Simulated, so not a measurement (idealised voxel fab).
process module | voxel self aligned vias
cross-section cut | 180 nm wide | cells 5 nm
A cross-section is a grid of square cells, given in bands from the top down. A band is one or more rows of cells.
Each band's line starts with the height of the band's top and of its bottom, in nm. Then come its materials from left to right, each with its width in nm. One material with "throughout" fills the band from edge to edge. "air" is empty space.
Height 0 is the level under which the wafer as received is all one material. The lowest band goes on downwards, as in "0 down".
A width such as "30 to 40" changes by the same amount from each row of cells to the next, from the band's top row to its bottom row.
"no change" after a step means that no cell of the cross-section changed.
closed voids: empty space of 8 cells or more with no open way to the top, each as width x height at its distance from the left edge, in nm
after a step's settings: what the simulator itself notes on the step
overlay nm, on a step with a mask: how far to the right of its planned place the mask lay; to the left if negative
plan
1 op RECEIVE | material Si
2 op CONFORMAL_DEP | material SiO2 | thk nm 10
3 op CONFORMAL_DEP | material SiCN | thk nm 5
4 op DIRECTIONAL_DEP | material SiO2 | thk nm 25
5 op PATTERN | tone open | mask id LINES | material resist | width nm 30 | pitch nm 55 | thk nm 20 | overlay nm 0
6 op DIRECTIONAL_ETCH | etch materials SiO2 | depth nm 25
7 op STRIP | etch materials resist
8 op CONFORMAL_DEP | material TiN | thk nm 5
9 op FILL_DEP | material W | thk nm 10
10 op CMP | height nm 40
11 op SELECTIVE_ETCH | etch materials W Ru TiN | depth nm 10
12 op FILL_DEP | material SiN | thk nm 5
13 op CMP | height nm 40
14 op DIRECTIONAL_DEP | material SiO2 | thk nm 20
15 op PATTERN | tone open | mask id VIAS | material resist | width nm 40 | pitch nm 55 | thk nm 20 | overlay nm 0
16 op DIRECTIONAL_ETCH | etch materials SiO2 | depth nm 20
17 op DIRECTIONAL_ETCH | etch materials SiN | depth nm 10
18 op STRIP | etch materials resist
19 op CONFORMAL_DEP | material TiN | thk nm 5
20 op FILL_DEP | material Cu | thk nm 5
21 op CMP | height nm 60
22 op CONFORMAL_DEP | material SiN | thk nm 5
as received, after step 1
  0 down: Si throughout
  closed voids: none
first wafer at the end, as planned
  65 to 60: SiN throughout
  60 to 45: SiO2 40 | TiN 5 | Cu 30 | TiN 5 | SiO2 15 | TiN 5 | Cu 30 | TiN 5 | SiO2 45
  45 to 35: SiO2 40 to 45 | TiN 10 to 5 | Cu 20 | TiN 10 to 5 | SiO2 15 to 25 | TiN 10 to 5 | Cu 20 | TiN 10 to 5 | SiO2 45 to 50
  35 to 30: SiO2 45 | TiN 30 | SiO2 25 | TiN 30 | SiO2 50
  30 to 20: SiO2 45 | TiN 5 | W 20 | TiN 5 | SiO2 25 | TiN 5 | W 20 | TiN 5 | SiO2 50
  20 to 15: SiO2 45 | TiN 30 | SiO2 25 | TiN 30 | SiO2 50
  15 to 10: SiCN throughout
  10 to 0: SiO2 throughout
  0 down: Si throughout
  closed voids: none
second wafer at the end: like start, like plan, one mistake
  65 to 60: SiN throughout
  60 to 45: SiO2 40 | TiN 5 | Cu 30 | TiN 5 | SiO2 15 | TiN 5 | Cu 30 | TiN 5 | SiO2 45
  45 to 35: SiO2 40 to 45 | TiN 10 to 5 | Cu 20 | TiN 10 to 5 | SiO2 15 to 25 | TiN 10 to 5 | Cu 20 | TiN 10 to 5 | SiO2 45 to 50
  35 to 30: SiO2 45 | TiN 30 | SiO2 25 | TiN 30 | SiO2 50
  30 to 20: SiO2 45 | TiN 5 | W 20 | TiN 5 | SiO2 25 | TiN 5 | W 20 | TiN 5 | SiO2 50
  20 to 15: SiO2 45 | TiN 30 | SiO2 25 | TiN 30 | SiO2 50
  15 to 5: SiO2 throughout
  5 to 0: SiCN throughout
  0 down: Si throughout
  closed voids: none
what went wrong: steps 2 and 3 were swapped
at the end the second wafer has, in cells: as many of each material as the first, in other places
